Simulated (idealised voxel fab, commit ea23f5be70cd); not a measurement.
process module | voxel double patterning
cross-section cut | 265 nm wide | cells 5 nm
A cross-section is a grid of square cells, given in bands from the top down. A band is one or more rows of cells.
Each band's line starts with the height of the band's top and of its bottom, in nm. Then come its materials from left to right, each with its width in nm. One material with "throughout" fills the band from edge to edge. "air" is empty space.
Height 0 is the level under which the wafer as received is all one material. The lowest band goes on downwards, as in "0 down".
A width such as "30 to 40" changes by the same amount from each row of cells to the next, from the band's top row to its bottom row.
"no change" after a step means that no cell of the cross-section changed.
closed voids: empty space of 8 cells or more with no open way to the top, each as width x height at its distance from the left edge, in nm
after a step's settings: what the simulator itself notes on the step
overlay nm, on a step with a mask: how far to the right of its planned place the mask lay; to the left if negative
plan
1 op RECEIVE | material Si
2 op CONFORMAL_DEP | material SiO2 | thk nm 10
3 op DIRECTIONAL_DEP | material W | thk nm 20
4 op DIRECTIONAL_DEP | material SiCN | thk nm 5
5 op DIRECTIONAL_DEP | material aC | thk nm 10
6 op PATTERN | tone open | mask id FIRST | material resist | width nm 15 | pitch nm 50 | thk nm 30 | overlay nm 0
7 op DIRECTIONAL_ETCH | etch materials aC | depth nm 10
8 op STRIP | etch materials resist
9 op DIRECTIONAL_ETCH | etch materials SiCN | depth nm 10
10 op STRIP | etch materials aC
11 op MASKED_ETCH | tone open | mask id SECOND | width nm 15 | etch materials SiCN | depth nm 10 | overlay nm 0
12 op DIRECTIONAL_ETCH | etch materials W | depth nm 20
13 op STRIP | etch materials SiCN
varied across the wafers: thk nm of step 4. The plan shows the first wafer's value. All wafers start alike
first wafer as received, after step 1
  0 down: Si throughout
  closed voids: none
first wafer at the end, after step 13
  30 to 10: W 100 | air 15 | W 10 | air 15 | W 10 | air 15 | W 100
  10 to 0: SiO2 throughout
  0 down: Si throughout
  closed voids: none
last wafer at the end
  30 to 10: W throughout
  10 to 0: SiO2 throughout
  0 down: Si throughout
  closed voids: none
each wafer at the end: cells of each material gained (+) or lost (-) since it was received, then its closed voids
thk nm 5 | +106 SiO2 | +176 W | closed voids: none
thk nm 10 | +106 SiO2 | +176 W | closed voids: none
thk nm 15 | +106 SiO2 | +212 W | closed voids: none
thk nm 20 | +106 SiO2 | +212 W | closed voids: none
thk nm 25 | +106 SiO2 | +212 W | closed voids: none
